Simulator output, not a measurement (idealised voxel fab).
The process module presented herein is designated voxel transistor to metal.
This is section cut - it's 185 nm across, gridded in 5 nm square cells.
A cross-section is a grid of square cells, given in bands from the top down. A band is one or more rows of cells.
Top, bottom (nm), then materials left to right with widths (nm); lone material tagged "all across" fills the whole band edge to edge; "empty" = empty space.
Heads up on the height convention: 0 is the point under which the incoming wafer is all one material, and the lowest band has no bottom, it just keeps going down, like "0..down".
Think of "30..40" as a width that walks from the first number to the second as you go down the band, top row to bottom row, taking equal-sized steps from row to row.
Step marked "nothing got changed"? Then no cell in the cross-section changed in it.
In "Closed internal voids" the enclosed voids are listed, meaning empty spaces of 8 cells or larger without any opening to the top. The form is width x height at distance, distance from the left edge, units nm.
Post-settings text on a step line: simulator's own remark regarding the step.
"overlay nm" on a masked step: distance the mask lay right of its planned place, negative for left.
Pairs ahead. Before: cross-section ahead of one process step. After: cross-section once the step is done, shown to the lowest changed band only. Under each pair: that step, with settings. Caution: pairs may come from different runs of this module on the same starting wafer; a pair follows the pair above only where its "Before-step section" entry says so.
BEFORE-STEP SECTION
* 65..45  lowk 35; empty 20; lowk 70; empty 20; lowk 40
* 45..40  SiN 35; empty 20; SiN 70; empty 20; SiN 40
* 40..30  Ru all across
* 30..25  TiN 40; Ru 10; TiN 80; Ru 10; TiN 45
* 25..15  SiO2 35; TiN 5; Ru 10; TiN 5; SiO2 70; TiN 5; Ru 10; TiN 5; SiO2 40
* 15..0  SiO2 35; TiN 5; Ru 10; TiN 5; SiO2 10; SiN 5; HfO2 5; TiN 5; W 20; TiN 5; HfO2 5; SiN 5; SiO2 10; TiN 5; Ru 10; TiN 5; SiO2 40
* 0..-5  SiO2 35; TiN 20; nSi 10; SiN 5; HfO2 5; TiN 30; HfO2 5; SiN 5; nSi 10; TiN 20; SiO2 40
* -5..-10  SiO2 30; nSi 35; SiO2 5; HfO2 40; SiO2 5; nSi 35; SiO2 35
* -10..-15  SiO2 35; nSi 30; Si 50; nSi 30; SiO2 40
* -15..-35  SiO2 35; Si 110; SiO2 40
* -35..down  Si all across
* Closed internal voids: none
POST-PROCESS SECTION
* 70..65  TiN 40; empty 10; TiN 80; empty 10; TiN 45
* 65..45  lowk 35; TiN 5; empty 10; TiN 5; lowk 70; TiN 5; empty 10; TiN 5; lowk 40
* 45..40  SiN 35; TiN 20; SiN 70; TiN 20; SiN 40
* Under the height 40 nothing was changed.
* Closed internal voids: none
To go from the before cross-section above to the after cross-section, apply CONFORMAL_DEP | material TiN | thk nm 5
Before-step section: The prior state of this step coincides with the post-step cross-section of the pair just above.
POST-PROCESS SECTION
* 80..70  W all across
* 70..65  TiN 40; W 10; TiN 80; W 10; TiN 45
* 65..45  lowk 35; TiN 5; W 10; TiN 5; lowk 70; TiN 5; W 10; TiN 5; lowk 40
* Under the height 45 nothing was changed.
* Closed internal voids: none
To go from the before cross-section above to the after cross-section, apply FILL_DEP | material W | thk nm 10
Before-step section: The prior state of this step coincides with the post-step cross-section of the pair just above.
POST-PROCESS SECTION
* 50..45  lowk 35; TiN 5; W 10; TiN 5; lowk 70; TiN 5; W 10; TiN 5; lowk 40
* Under the height 45 nothing was changed.
* Closed internal voids: none
To go from the before cross-section above to the after cross-section, apply CMP | height nm 50
Before-step section: The prior state of this step coincides with the post-step cross-section of the pair just above.
POST-PROCESS SECTION
* 55..50  empty 30; Ru 30; empty 60; Ru 30; empty 35
* Under the height 50 nothing was changed.
* Closed internal voids: none
To go from the before cross-section above to the after cross-section, apply EPI | material Ru | thk nm 5
Before-step section: The prior state of this step coincides with the post-step cross-section of the pair just above.
POST-PROCESS SECTION
* 60..55  SiCN all across
* 55..50  SiCN 30; Ru 30; SiCN 60; Ru 30; SiCN 35
* Under the height 50 nothing was changed.
* Closed internal voids: none
To go from the before cross-section above to the after cross-section, apply FILL_DEP | material SiCN | thk nm 5
Before-step section: The prior state of this step coincides with the post-step cross-section of the pair just above.
POST-PROCESS SECTION
* 90..60  lowk all across
* Under the height 60 nothing was changed.
* Closed internal voids: none
To go from the before cross-section above to the after cross-section, apply DIRECTIONAL_DEP | material lowk | thk nm 30
Before-step section: The prior state of this step coincides with the post-step cross-section of the pair just above.
POST-PROCESS SECTION
* 110..90  resist 35; empty 15; resist 75; empty 15; resist 45
* Under the height 90 nothing was changed.
* Closed internal voids: none
To go from the before cross-section above to the after cross-section, apply PATTERN | tone open | mask id METAL_2_HOLES | material resist | width nm 15 | pitch nm 90 | thk nm 20 | overlay nm 0
Before-step section: The prior state of this step coincides with the post-step cross-section of the pair just above.
POST-PROCESS SECTION
* 110..90  resist 35; empty 15; resist 75; empty 15; resist 45
* 90..60  lowk 35; empty 15; lowk 75; empty 15; lowk 45
* Under the height 60 nothing was changed.
* Closed internal voids: none
To go from the before cross-section above to the after cross-section, apply DIRECTIONAL_ETCH | etch materials lowk | depth nm 30
Before-step section: The prior state of this step coincides with the post-step cross-section of the pair just above.
POST-PROCESS SECTION
* 90..60  lowk 35; empty 15; lowk 75; empty 15; lowk 45
* Under the height 60 nothing was changed.
* Closed internal voids: none
To go from the before cross-section above to the after cross-section, apply STRIP | etch materials resist
Before-step section: The prior state of this step coincides with the post-step cross-section of the pair just above.
POST-PROCESS SECTION
* 105..90  resist 35; empty 20; resist 70; empty 20; resist 40
* Under the height 90 nothing was changed.
* Closed internal voids: none
To go from the before cross-section above to the after cross-section, apply PATTERN | tone open | mask id METAL_2 | material resist | width nm 20 | pitch nm 90 | thk nm 15 | overlay nm 0
Before-step section: The prior state of this step coincides with the post-step cross-section of the pair just above.
POST-PROCESS SECTION
* 105..90  resist 35; empty 20; resist 70; empty 20; resist 40
* 90..70  lowk 35; empty 20; lowk 70; empty 20; lowk 40
* Under the height 70 nothing was changed.
* Closed internal voids: none
To go from the before cross-section above to the after cross-section, apply DIRECTIONAL_ETCH | etch materials lowk | depth nm 20
Before-step section: The prior state of this step coincides with the post-step cross-section of the pair just above.
POST-PROCESS SECTION
* 105..90  resist 35; empty 20; resist 70; empty 20; resist 40
* 90..70  lowk 35; empty 20; lowk 70; empty 20; lowk 40
* 70..60  lowk 35; empty 15; lowk 75; empty 15; lowk 45
* 60..55  SiCN 35; empty 15; SiCN 75; empty 15; SiCN 45
* Under the height 55 nothing was changed.
* Closed internal voids: none
To go from the before cross-section above to the after cross-section, apply DIRECTIONAL_ETCH | etch materials SiCN | depth nm 5
Before-step section: The prior state of this step coincides with the post-step cross-section of the pair just above.
POST-PROCESS SECTION
* 90..70  lowk 35; empty 20; lowk 70; empty 20; lowk 40
* Under the height 70 nothing was changed.
* Closed internal voids: none
To go from the before cross-section above to the after cross-section, apply STRIP | etch materials resist
Before-step section: The prior state of this step coincides with the post-step cross-section of the pair just above.
POST-PROCESS SECTION
* 95..90  TiN 40; empty 10; TiN 80; empty 10; TiN 45
* 90..75  lowk 35; TiN 5; empty 10; TiN 5; lowk 70; TiN 5; empty 10; TiN 5; lowk 40
* 75..70  lowk 35; TiN 5; empty 5; TiN 10; lowk 70; TiN 5; empty 5; TiN 10; lowk 40
* 70..60  lowk 35; TiN 5; empty 5; TiN 5; lowk 75; TiN 5; empty 5; TiN 5; lowk 45
* 60..55  SiCN 35; TiN 15; SiCN 75; TiN 15; SiCN 45
* Under the height 55 nothing was changed.
* Closed internal voids: none
To go from the before cross-section above to the after cross-section, apply CONFORMAL_DEP | material TiN | thk nm 5
Before-step section: The prior state of this step coincides with the post-step cross-section of the pair just above.
POST-PROCESS SECTION
* 105..95  Cu all across
* 95..90  TiN 40; Cu 10; TiN 80; Cu 10; TiN 45
* 90..75  lowk 35; TiN 5; Cu 10; TiN 5; lowk 70; TiN 5; Cu 10; TiN 5; lowk 40
* 75..70  lowk 35; TiN 5; Cu 5; TiN 10; lowk 70; TiN 5; Cu 5; TiN 10; lowk 40
* 70..60  lowk 35; TiN 5; Cu 5; TiN 5; lowk 75; TiN 5; Cu 5; TiN 5; lowk 45
* Under the height 60 nothing was changed.
* Closed internal voids: none
To go from the before cross-section above to the after cross-section, apply FILL_DEP | material Cu | thk nm 10
Before-step section: The prior state of this step coincides with the post-step cross-section of the pair just above.
POST-PROCESS SECTION
* 90..75  lowk 35; TiN 5; Cu 10; TiN 5; lowk 70; TiN 5; Cu 10; TiN 5; lowk 40
* Under the height 75 nothing was changed.
* Closed internal voids: none
To go from the before cross-section above to the after cross-section, apply CMP | height nm 90
Before-step section: The prior state of this step coincides with the post-step cross-section of the pair just above.
POST-PROCESS SECTION
* 95..90  SiN all across
* Under the height 90 nothing was changed.
* Closed internal voids: none
To go from the before cross-section above to the after cross-section, apply CONFORMAL_DEP | material SiN | thk nm 5
BEFORE-STEP SECTION
* 25..10  empty 30; resist 120; empty 35
* 10..0  empty 30; SiN 120; empty 35
* 0..-5  empty 30; SiO2 120; empty 35
* -5..-30  empty 30; Si 120; empty 35
* -30..down  Si all across
* Closed internal voids: none
POST-PROCESS SECTION
* 25..10  empty 30; resist 120; empty 35
* 10..0  empty 30; SiN 120; empty 35
* 0..-5  empty 30; SiO2 120; empty 35
* -5..-55  empty 30; Si 120; empty 35
* Under the height -55 nothing was changed.
* Closed internal voids: none
To go from the before cross-section above to the after cross-section, apply DIRECTIONAL_ETCH | etch materials Si | depth nm 25
Before-step section: The prior state of this step coincides with the post-step cross-section of the pair just above.
POST-PROCESS SECTION
* 10..0  empty 30; SiN 120; empty 35
* Under the height 0 nothing was changed.
* Closed internal voids: none
To go from the before cross-section above to the after cross-section, apply STRIP | etch materials resist
Before-step section: The prior state of this step coincides with the post-step cross-section of the pair just above.
POST-PROCESS SECTION
* 10..0  empty 30; SiN 120; empty 35
* 0..-5  empty 30; SiO2 120; empty 35
* -5..-55  empty 30; SiO2 5; Si 110; SiO2 5; empty 35
* -55..-60  SiO2 35; Si 110; SiO2 40
* Under the height -60 nothing was changed.
* Closed internal voids: none
To go from the before cross-section above to the after cross-section, apply OXIDIZE | depth nm 5
Before-step section: The prior state of this step coincides with the post-step cross-section of the pair just above.
POST-PROCESS SECTION
* 25..10  SiO2 all across
* 10..0  SiO2 30; SiN 120; SiO2 35
* 0..-5  SiO2 all across
* -5..-60  SiO2 35; Si 110; SiO2 40
* Under the height -60 nothing was changed.
* Closed internal voids: none
To go from the before cross-section above to the after cross-section, apply FILL_DEP | material SiO2 | thk nm 15
Before-step section: The prior state of this step coincides with the post-step cross-section of the pair just above.
POST-PROCESS SECTION
* 10..0  SiO2 30; SiN 120; SiO2 35
* Under the height 0 nothing was changed.
* Closed internal voids: none
To go from the before cross-section above to the after cross-section, apply CMP | height nm 10
Before-step section: The prior state of this step coincides with the post-step cross-section of the pair just above.
POST-PROCESS SECTION
* 10..0  empty 30; SiN 120; empty 35
* Under the height 0 nothing was changed.
* Closed internal voids: none
To go from the before cross-section above to the after cross-section, apply SELECTIVE_ETCH | etch materials SiO2 | depth nm 10
Before-step section: The prior state of this step coincides with the post-step cross-section of the pair just above.
POST-PROCESS SECTION
* 0..-5  SiO2 all across
* Under the height -5 nothing was changed.
* Closed internal voids: none
To go from the before cross-section above to the after cross-section, apply STRIP | etch materials SiN
Before-step section: The prior state of this step coincides with the post-step cross-section of the pair just above.
POST-PROCESS SECTION
* -5..-60  SiO2 35; Si 110; SiO2 40
* Under the height -60 nothing was changed.
* Closed internal voids: none
To go from the before cross-section above to the after cross-section, apply SELECTIVE_ETCH | etch materials SiO2 | depth nm 5
Before-step section: The prior state of this step coincides with the post-step cross-section of the pair just above.
POST-PROCESS SECTION
* -5..-10  SiO2 all across
* Under the height -10 nothing was changed.
* Closed internal voids: none
To go from the before cross-section above to the after cross-section, apply OXIDIZE | depth nm 5
Before-step section: The prior state of this step coincides with the post-step cross-section of the pair just above.
POST-PROCESS SECTION
* 20..-5  polySi all across
* Under the height -5 nothing was changed.
* Closed internal voids: none
To go from the before cross-section above to the after cross-section, apply DIRECTIONAL_DEP | material polySi | thk nm 25
Before-step section: The prior state of this step coincides with the post-step cross-section of the pair just above.
POST-PROCESS SECTION
* 35..20  SiCN all across
* Under the height 20 nothing was changed.
* Closed internal voids: none
To go from the before cross-section above to the after cross-section, apply DIRECTIONAL_DEP | material SiCN | thk nm 15
Before-step section: The prior state of this step coincides with the post-step cross-section of the pair just above.
POST-PROCESS SECTION
* 50..35  empty 75; resist 30; empty 80
* Under the height 35 nothing was changed.
* Closed internal voids: none
To go from the before cross-section above to the after cross-section, apply PATTERN | tone cover | mask id GATE | material resist | width nm 30 | thk nm 15 | overlay nm 0
Before-step section: The prior state of this step coincides with the post-step cross-section of the pair just above.
POST-PROCESS SECTION
* 50..35  empty 75; resist 30; empty 80
* 35..20  empty 75; SiCN 30; empty 80
* Under the height 20 nothing was changed.
* Closed internal voids: none
To go from the before cross-section above to the after cross-section, apply DIRECTIONAL_ETCH | etch materials SiCN | depth nm 25
Before-step section: The prior state of this step coincides with the post-step cross-section of the pair just above.
POST-PROCESS SECTION
* 50..35  empty 75; resist 30; empty 80
* 35..20  empty 75; SiCN 30; empty 80
* 20..-5  empty 75; polySi 30; empty 80
* Under the height -5 nothing was changed.
* Closed internal voids: none
To go from the before cross-section above to the after cross-section, apply DIRECTIONAL_ETCH | etch materials polySi | depth nm 35
Before-step section: The prior state of this step coincides with the post-step cross-section of the pair just above.
POST-PROCESS SECTION
* 35..20  empty 75; SiCN 30; empty 80
* Under the height 20 nothing was changed.
* Closed internal voids: none
To go from the before cross-section above to the after cross-section, apply STRIP | etch materials resist
Before-step section: The prior state of this step coincides with the post-step cross-section of the pair just above.
POST-PROCESS SECTION
* 40..35  empty 70; SiO2 40; empty 75
* 35..20  empty 70; SiO2 5; SiCN 30; SiO2 5; empty 75
* 20..0  empty 70; SiO2 5; polySi 30; SiO2 5; empty 75
* 0..-5  SiO2 75; polySi 30; SiO2 80
* Under the height -5 nothing was changed.
* Closed internal voids: none
To go from the before cross-section above to the after cross-section, apply CONFORMAL_DEP | material SiO2 | thk nm 5
Before-step section: The prior state of this step coincides with the post-step cross-section of the pair just above.
POST-PROCESS SECTION
* 35..20  empty 70; SiO2 5; SiCN 30; SiO2 5; empty 75
* 20..-5  empty 70; SiO2 5; polySi 30; SiO2 5; empty 75
* Under the height -5 nothing was changed.
* Closed internal voids: none
To go from the before cross-section above to the after cross-section, apply DIRECTIONAL_ETCH | etch materials SiO2 | depth nm 5
Before-step section: The prior state of this step coincides with the post-step cross-section of the pair just above.
POST-PROCESS SECTION
* 40..35  empty 65; SiN 50; empty 70
* 35..20  empty 65; SiN 5; SiO2 5; SiCN 30; SiO2 5; SiN 5; empty 70
* 20..0  empty 65; SiN 5; SiO2 5; polySi 30; SiO2 5; SiN 5; empty 70
* 0..-5  SiN 70; SiO2 5; polySi 30; SiO2 5; SiN 75
* Under the height -5 nothing was changed.
* Closed internal voids: none
To go from the before cross-section above to the after cross-section, apply CONFORMAL_DEP | material SiN | thk nm 5
Before-step section: The prior state of this step coincides with the post-step cross-section of the pair just above.
POST-PROCESS SECTION
* 35..20  empty 65; SiN 5; SiO2 5; SiCN 30; SiO2 5; SiN 5; empty 70
* 20..-5  empty 65; SiN 5; SiO2 5; polySi 30; SiO2 5; SiN 5; empty 70
* Under the height -5 nothing was changed.
* Closed internal voids: none
To go from the before cross-section above to the after cross-section, apply DIRECTIONAL_ETCH | etch materials SiN | depth nm 5
Before-step section: The prior state of this step coincides with the post-step cross-section of the pair just above.
POST-PROCESS SECTION
* 35..30  empty 65; SiN 5; empty 5; SiCN 30; empty 5; SiN 5; empty 70
* 30..20  empty 65; SiN 5; SiO2 5; SiCN 30; SiO2 5; SiN 5; empty 70
* 20..-5  empty 65; SiN 5; SiO2 5; polySi 30; SiO2 5; SiN 5; empty 70
* -5..-10  empty 65; SiO2 50; empty 70
* Under the height -10 nothing was changed.
* Closed internal voids: none
To go from the before cross-section above to the after cross-section, apply DIRECTIONAL_ETCH | etch materials SiO2 | depth nm 5
Before-step section: The prior state of this step coincides with the post-step cross-section of the pair just above.
POST-PROCESS SECTION
* 35..30  empty 65; SiN 5; empty 5; SiCN 30; empty 5; SiN 5; empty 70
* 30..20  empty 65; SiN 5; SiO2 5; SiCN 30; SiO2 5; SiN 5; empty 70
* 20..-5  empty 65; SiN 5; SiO2 5; polySi 30; SiO2 5; SiN 5; empty 70
* -5..-10  empty 65; SiO2 50; empty 70
* -10..-15  SiO2 35; empty 30; Si 50; empty 30; SiO2 40
* Under the height -15 nothing was changed.
* Closed internal voids: none
To go from the before cross-section above to the after cross-section, apply DIRECTIONAL_ETCH | etch materials Si | depth nm 5
Before-step section: The prior state of this step coincides with the post-step cross-section of the pair just above.
POST-PROCESS SECTION
* 35..30  empty 65; SiN 5; empty 5; SiCN 30; empty 5; SiN 5; empty 70
* 30..20  empty 65; SiN 5; SiO2 5; SiCN 30; SiO2 5; SiN 5; empty 70
* 20..0  empty 65; SiN 5; SiO2 5; polySi 30; SiO2 5; SiN 5; empty 70
* 0..-5  empty 55; nSi 10; SiN 5; SiO2 5; polySi 30; SiO2 5; SiN 5; nSi 10; empty 60
* -5..-10  empty 30; nSi 35; SiO2 50; nSi 35; empty 35
* -10..-15  SiO2 35; nSi 30; Si 50; nSi 30; SiO2 40
* Under the height -15 nothing was changed.
* Closed internal voids: none
To go from the before cross-section above to the after cross-section, apply EPI | material nSi | thk nm 10
Before-step section: The prior state of this step coincides with the post-step cross-section of the pair just above.
POST-PROCESS SECTION
* 45..35  SiO2 all across
* 35..20  SiO2 65; SiN 5; SiO2 5; SiCN 30; SiO2 5; SiN 5; SiO2 70
* 20..0  SiO2 65; SiN 5; SiO2 5; polySi 30; SiO2 5; SiN 5; SiO2 70
* 0..-5  SiO2 55; nSi 10; SiN 5; SiO2 5; polySi 30; SiO2 5; SiN 5; nSi 10; SiO2 60
* -5..-10  SiO2 30; nSi 35; SiO2 50; nSi 35; SiO2 35
* Under the height -10 nothing was changed.
* Closed internal voids: none
To go from the before cross-section above to the after cross-section, apply FILL_DEP | material SiO2 | thk nm 10
Before-step section: The prior state of this step coincides with the post-step cross-section of the pair just above.
POST-PROCESS SECTION
* 20..0  SiO2 65; SiN 5; SiO2 5; polySi 30; SiO2 5; SiN 5; SiO2 70
* Under the height 0 nothing was changed.
* Closed internal voids: none
To go from the before cross-section above to the after cross-section, apply CMP | height nm 20
Before-step section: The prior state of this step coincides with the post-step cross-section of the pair just above.
POST-PROCESS SECTION
* 20..0  SiO2 65; SiN 5; SiO2 5; empty 30; SiO2 5; SiN 5; SiO2 70
* 0..-5  SiO2 55; nSi 10; SiN 5; SiO2 5; empty 30; SiO2 5; SiN 5; nSi 10; SiO2 60
* Under the height -5 nothing was changed.
* Closed internal voids: none
To go from the before cross-section above to the after cross-section, apply STRIP | etch materials polySi
Before-step section: The prior state of this step coincides with the post-step cross-section of the pair just above.
POST-PROCESS SECTION
* 20..15  empty 65; SiN 5; empty 40; SiN 5; empty 70
* 15..0  SiO2 65; SiN 5; empty 40; SiN 5; SiO2 70
* 0..-5  SiO2 55; nSi 10; SiN 5; empty 40; SiN 5; nSi 10; SiO2 60
* -5..-10  SiO2 30; nSi 35; SiO2 5; empty 40; SiO2 5; nSi 35; SiO2 35
* Under the height -10 nothing was changed.
* Closed internal voids: none
To go from the before cross-section above to the after cross-section, apply SELECTIVE_ETCH | etch materials SiO2 | depth nm 5
Before-step section: The prior state of this step coincides with the post-step cross-section of the pair just above.
POST-PROCESS SECTION
* 25..20  empty 60; HfO2 15; empty 30; HfO2 15; empty 65
* 20..15  HfO2 65; SiN 5; HfO2 5; empty 30; HfO2 5; SiN 5; HfO2 70
* 15..0  SiO2 65; SiN 5; HfO2 5; empty 30; HfO2 5; SiN 5; SiO2 70
* 0..-5  SiO2 55; nSi 10; SiN 5; HfO2 5; empty 30; HfO2 5; SiN 5; nSi 10; SiO2 60
* -5..-10  SiO2 30; nSi 35; SiO2 5; HfO2 40; SiO2 5; nSi 35; SiO2 35
* Under the height -10 nothing was changed.
* Closed internal voids: none
To go from the before cross-section above to the after cross-section, apply CONFORMAL_DEP | material HfO2 | thk nm 5
Before-step section: The prior state of this step coincides with the post-step cross-section of the pair just above.
POST-PROCESS SECTION
* 30..25  empty 55; TiN 25; empty 20; TiN 25; empty 60
* 25..20  TiN 60; HfO2 15; TiN 5; empty 20; TiN 5; HfO2 15; TiN 65
* 20..15  HfO2 65; SiN 5; HfO2 5; TiN 5; empty 20; TiN 5; HfO2 5; SiN 5; HfO2 70
* 15..0  SiO2 65; SiN 5; HfO2 5; TiN 5; empty 20; TiN 5; HfO2 5; SiN 5; SiO2 70
* 0..-5  SiO2 55; nSi 10; SiN 5; HfO2 5; TiN 30; HfO2 5; SiN 5; nSi 10; SiO2 60
* Under the height -5 nothing was changed.
* Closed internal voids: none
To go from the before cross-section above to the after cross-section, apply CONFORMAL_DEP | material TiN | thk nm 5
Before-step section: The prior state of this step coincides with the post-step cross-section of the pair just above.
POST-PROCESS SECTION
* 35..30  W all across
* 30..25  W 55; TiN 25; W 20; TiN 25; W 60
* 25..20  TiN 60; HfO2 15; TiN 5; W 20; TiN 5; HfO2 15; TiN 65
* 20..15  HfO2 65; SiN 5; HfO2 5; TiN 5; W 20; TiN 5; HfO2 5; SiN 5; HfO2 70
* 15..0  SiO2 65; SiN 5; HfO2 5; TiN 5; W 20; TiN 5; HfO2 5; SiN 5; SiO2 70
* Under the height 0 nothing was changed.
* Closed internal voids: none
To go from the before cross-section above to the after cross-section, apply FILL_DEP | material W | thk nm 5
Before-step section: The prior state of this step coincides with the post-step cross-section of the pair just above.
POST-PROCESS SECTION
* 15..0  SiO2 65; SiN 5; HfO2 5; TiN 5; W 20; TiN 5; HfO2 5; SiN 5; SiO2 70
* Under the height 0 nothing was changed.
* Closed internal voids: none
To go from the before cross-section above to the after cross-section, apply CMP | height nm 15
Before-step section: The prior state of this step coincides with the post-step cross-section of the pair just above.
POST-PROCESS SECTION
* 25..15  SiO2 all across
* Under the height 15 nothing was changed.
* Closed internal voids: none
To go from the before cross-section above to the after cross-section, apply DIRECTIONAL_DEP | material SiO2 | thk nm 10
Before-step section: The prior state of this step coincides with the post-step cross-section of the pair just above.
POST-PROCESS SECTION
* 40..25  aC all across
* Under the height 25 nothing was changed.
* Closed internal voids: none
To go from the before cross-section above to the after cross-section, apply DIRECTIONAL_DEP | material aC | thk nm 15
Before-step section: The prior state of this step coincides with the post-step cross-section of the pair just above.
POST-PROCESS SECTION
* 70..40  resist 35; empty 20; resist 70; empty 20; resist 40
* Under the height 40 nothing was changed.
* Closed internal voids: none
To go from the before cross-section above to the after cross-section, apply PATTERN | tone open | mask id CONTACT | material resist | width nm 20 | pitch nm 90 | thk nm 30 | overlay nm 0
Before-step section: The prior state of this step coincides with the post-step cross-section of the pair just above.
POST-PROCESS SECTION
* 55..40  resist 35; empty 20; resist 70; empty 20; resist 40
* 40..25  aC 35; empty 20; aC 70; empty 20; aC 40
* Under the height 25 nothing was changed.
* Closed internal voids: none
To go from the before cross-section above to the after cross-section, apply DIRECTIONAL_ETCH | etch materials aC | depth nm 15
Before-step section: The prior state of this step coincides with the post-step cross-section of the pair just above.
POST-PROCESS SECTION
* 40..25  aC 35; empty 20; aC 70; empty 20; aC 40
* Under the height 25 nothing was changed.
* Closed internal voids: none
To go from the before cross-section above to the after cross-section, apply STRIP | etch materials resist
Before-step section: The prior state of this step coincides with the post-step cross-section of the pair just above.
POST-PROCESS SECTION
* 40..25  aC 35; empty 20; aC 70; empty 20; aC 40
* 25..15  SiO2 35; empty 20; SiO2 70; empty 20; SiO2 40
* 15..0  SiO2 35; empty 20; SiO2 10; SiN 5; HfO2 5; TiN 5; W 20; TiN 5; HfO2 5; SiN 5; SiO2 10; empty 20; SiO2 40
* 0..-5  SiO2 35; empty 20; nSi 10; SiN 5; HfO2 5; TiN 30; HfO2 5; SiN 5; nSi 10; empty 20; SiO2 40
* Under the height -5 nothing was changed.
* Closed internal voids: none
To go from the before cross-section above to the after cross-section, apply DIRECTIONAL_ETCH | etch materials SiO2 | depth nm 30
Before-step section: The prior state of this step coincides with the post-step cross-section of the pair just above.
POST-PROCESS SECTION
* 25..15  SiO2 35; empty 20; SiO2 70; empty 20; SiO2 40
* Under the height 15 nothing was changed.
* Closed internal voids: none
To go from the before cross-section above to the after cross-section, apply STRIP | etch materials aC
Before-step section: The prior state of this step coincides with the post-step cross-section of the pair just above.
POST-PROCESS SECTION
* 30..25  TiN 40; empty 10; TiN 80; empty 10; TiN 45
* 25..15  SiO2 35; TiN 5; empty 10; TiN 5; SiO2 70; TiN 5; empty 10; TiN 5; SiO2 40
* 15..0  SiO2 35; TiN 5; empty 10; TiN 5; SiO2 10; SiN 5; HfO2 5; TiN 5; W 20; TiN 5; HfO2 5; SiN 5; SiO2 10; TiN 5; empty 10; TiN 5; SiO2 40
* 0..-5  SiO2 35; TiN 20; nSi 10; SiN 5; HfO2 5; TiN 30; HfO2 5; SiN 5; nSi 10; TiN 20; SiO2 40
* Under the height -5 nothing was changed.
* Closed internal voids: none
To go from the before cross-section above to the after cross-section, apply CONFORMAL_DEP | material TiN | thk nm 5
Before-step section: The prior state of this step coincides with the post-step cross-section of the pair just above.
POST-PROCESS SECTION
* 40..30  Ru all across
* 30..25  TiN 40; Ru 10; TiN 80; Ru 10; TiN 45
* 25..15  SiO2 35; TiN 5; Ru 10; TiN 5; SiO2 70; TiN 5; Ru 10; TiN 5; SiO2 40
* 15..0  SiO2 35; TiN 5; Ru 10; TiN 5; SiO2 10; SiN 5; HfO2 5; TiN 5; W 20; TiN 5; HfO2 5; SiN 5; SiO2 10; TiN 5; Ru 10; TiN 5; SiO2 40
* Under the height 0 nothing was changed.
* Closed internal voids: none
To go from the before cross-section above to the after cross-section, apply FILL_DEP | material Ru | thk nm 10
Before-step section: The prior state of this step coincides with the post-step cross-section of the pair just above.
POST-PROCESS SECTION
* 25..15  SiO2 35; TiN 5; Ru 10; TiN 5; SiO2 70; TiN 5; Ru 10; TiN 5; SiO2 40
* Under the height 15 nothing was changed.
* Closed internal voids: none
To go from the before cross-section above to the after cross-section, apply CMP | height nm 25
Before-step section: The prior state of this step coincides with the post-step cross-section of the pair just above.
POST-PROCESS SECTION
* 30..25  SiN all across
* Under the height 25 nothing was changed.
* Closed internal voids: none
To go from the before cross-section above to the after cross-section, apply CONFORMAL_DEP | material SiN | thk nm 5
Before-step section: The prior state of this step coincides with the post-step cross-section of the pair just above.
POST-PROCESS SECTION
* 50..30  lowk all across
* Under the height 30 nothing was changed.
* Closed internal voids: none
To go from the before cross-section above to the after cross-section, apply DIRECTIONAL_DEP | material lowk | thk nm 20
Before-step section: The prior state of this step coincides with the post-step cross-section of the pair just above.
POST-PROCESS SECTION
* 50..30  lowk 35; empty 20; lowk 70; empty 20; lowk 40
* Under the height 30 nothing was changed.
* Closed internal voids: none
To go from the before cross-section above to the after cross-section, apply MASKED_ETCH | tone open | mask id METAL_1 | width nm 20 | pitch nm 90 | etch materials lowk | depth nm 20 | overlay nm 0
Before-step section: The prior state of this step coincides with the post-step cross-section of the pair just above.
POST-PROCESS SECTION
* 50..30  lowk 35; empty 20; lowk 70; empty 20; lowk 40
* 30..25  SiN 35; empty 20; SiN 70; empty 20; SiN 40
* Under the height 25 nothing was changed.
* Closed internal voids: none
To go from the before cross-section above to the after cross-section, apply MASKED_ETCH | tone open | mask id METAL_1 | width nm 20 | pitch nm 90 | etch materials SiN | depth nm 5 | overlay nm 0
Before-step section: The prior state of this step coincides with the post-step cross-section of the pair just above.
POST-PROCESS SECTION
* 55..50  TiN 40; empty 10; TiN 80; empty 10; TiN 45
* 50..30  lowk 35; TiN 5; empty 10; TiN 5; lowk 70; TiN 5; empty 10; TiN 5; lowk 40
* 30..25  SiN 35; TiN 20; SiN 70; TiN 20; SiN 40
* Under the height 25 nothing was changed.
* Closed internal voids: none
To go from the before cross-section above to the after cross-section, apply CONFORMAL_DEP | material TiN | thk nm 5
Before-step section: The prior state of this step coincides with the post-step cross-section of the pair just above.
POST-PROCESS SECTION
* 65..55  W all across
* 55..50  TiN 40; W 10; TiN 80; W 10; TiN 45
* 50..30  lowk 35; TiN 5; W 10; TiN 5; lowk 70; TiN 5; W 10; TiN 5; lowk 40
* Under the height 30 nothing was changed.
* Closed internal voids: none
To go from the before cross-section above to the after cross-section, apply FILL_DEP | material W | thk nm 10
Before-step section: The prior state of this step coincides with the post-step cross-section of the pair just above.
POST-PROCESS SECTION
* 50..30  lowk 35; TiN 5; W 10; TiN 5; lowk 70; TiN 5; W 10; TiN 5; lowk 40
* Under the height 30 nothing was changed.
* Closed internal voids: none
To go from the before cross-section above to the after cross-section, apply CMP | height nm 50
Before-step section: The prior state of this step coincides with the post-step cross-section of the pair just above.
POST-PROCESS SECTION
* 55..50  empty 30; Ru 30; empty 60; Ru 30; empty 35
* Under the height 50 nothing was changed.
* Closed internal voids: none
To go from the before cross-section above to the after cross-section, apply EPI | material Ru | thk nm 5
Before-step section: The prior state of this step coincides with the post-step cross-section of the pair just above.
POST-PROCESS SECTION
* 60..55  SiCN all across
* 55..50  SiCN 30; Ru 30; SiCN 60; Ru 30; SiCN 35
* Under the height 50 nothing was changed.
* Closed internal voids: none
To go from the before cross-section above to the after cross-section, apply FILL_DEP | material SiCN | thk nm 5
Before-step section: The prior state of this step coincides with the post-step cross-section of the pair just above.
POST-PROCESS SECTION
* 90..60  lowk all across
* Under the height 60 nothing was changed.
* Closed internal voids: none
To go from the before cross-section above to the after cross-section, apply DIRECTIONAL_DEP | material lowk | thk nm 30
Before-step section: The prior state of this step coincides with the post-step cross-section of the pair just above.
POST-PROCESS SECTION
* 110..90  resist 35; empty 15; resist 75; empty 15; resist 45
* Under the height 90 nothing was changed.
* Closed internal voids: none
To go from the before cross-section above to the after cross-section, apply PATTERN | tone open | mask id METAL_2_HOLES | material resist | width nm 15 | pitch nm 90 | thk nm 20 | overlay nm 0
Before-step section: The prior state of this step coincides with the post-step cross-section of the pair just above.
POST-PROCESS SECTION
* 110..90  resist 35; empty 15; resist 75; empty 15; resist 45
* 90..60  lowk 35; empty 15; lowk 75; empty 15; lowk 45
* Under the height 60 nothing was changed.
* Closed internal voids: none
To go from the before cross-section above to the after cross-section, apply DIRECTIONAL_ETCH | etch materials lowk | depth nm 30
